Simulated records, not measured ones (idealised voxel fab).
This is a process module. Its name is voxel double patterning.
The cross-section on display is named cut; it measures 220 nm wide, and its cells are 5 nm squares.
Just so we're on the same page, the cross-sections are grids of square cells, and they're listed out in bands top to bottom, each band one or more rows deep. Basically the band line says how high the top is and how high the bottom is, in nm, and then what's in it from left to right, every material with its width in nm. Empty space shows up as "blank", and if a single material carries "all across" it runs the full band edge to edge. Zero point of the height axis is 0; under it, received wafer = one material. Lowest band: continues down indefinitely, "0..down". Quick explanation for "30->40": the width changes in equal steps down the rows of cells, from the first number in the band's top row to the second number in its bottom row. "no change occurred" -> step changed no cross-section cell. Entry "Closed void inventory". Content: empty spaces with no open connection to the top, size 8 cells or greater. Each: width x height at distance. Distance: from left edge. Unit: nm. after a step's settings: what the simulator itself notes on the step. The setting "overlay nm" may be written on the line of a step. When the step uses a mask, the value reports how far to the right of the planned place the mask lay, and a negative value reports that it lay to the left.
Process steps foreseen in the plan
1,RECEIVE (material Si)
2,CONFORMAL_DEP (material SiO2; thk nm 10)
3,DIRECTIONAL_DEP (material TiN; thk nm 20)
4,DIRECTIONAL_DEP (material SiN; thk nm 10)
5,PATTERN (tone open; mask id FIRST; material resist; width nm 15; pitch nm 50; thk nm 15; overlay nm 0)
6,DIRECTIONAL_ETCH (etch materials SiN; depth nm 10)
7,STRIP (etch materials resist)
8,DIRECTIONAL_DEP (material aC; thk nm 15)
9,PATTERN (tone open; mask id SECOND; material resist; width nm 15; thk nm 35; overlay nm 0)
10,DIRECTIONAL_ETCH (etch materials aC; depth nm 15)
11,STRIP (etch materials resist)
12,DIRECTIONAL_ETCH (etch materials SiN; depth nm 10)
13,STRIP (etch materials aC)
14,DIRECTIONAL_ETCH (etch materials TiN; depth nm 20)
15,STRIP (etch materials SiN)
Wafer as received: cross-section following step 1
> 0..down = Si all across
> Closed void inventory: none
What the wafer looks like in cross-section after this module, when it starts as shown above and follows the plan above but one mistake is made in running it
> 30..25 = 75 of TiN | 15 of blank | 35 of TiN | 15 of blank | 80 of TiN
> 25..10 = TiN all across
> 10..0 = SiO2 all across
> 0..down = Si all across
> Closed void inventory: none
Where did the run depart from the plan? contrary to plan, step 8 was performed as DIRECTIONAL_DEP (material TiN; thk nm 15)
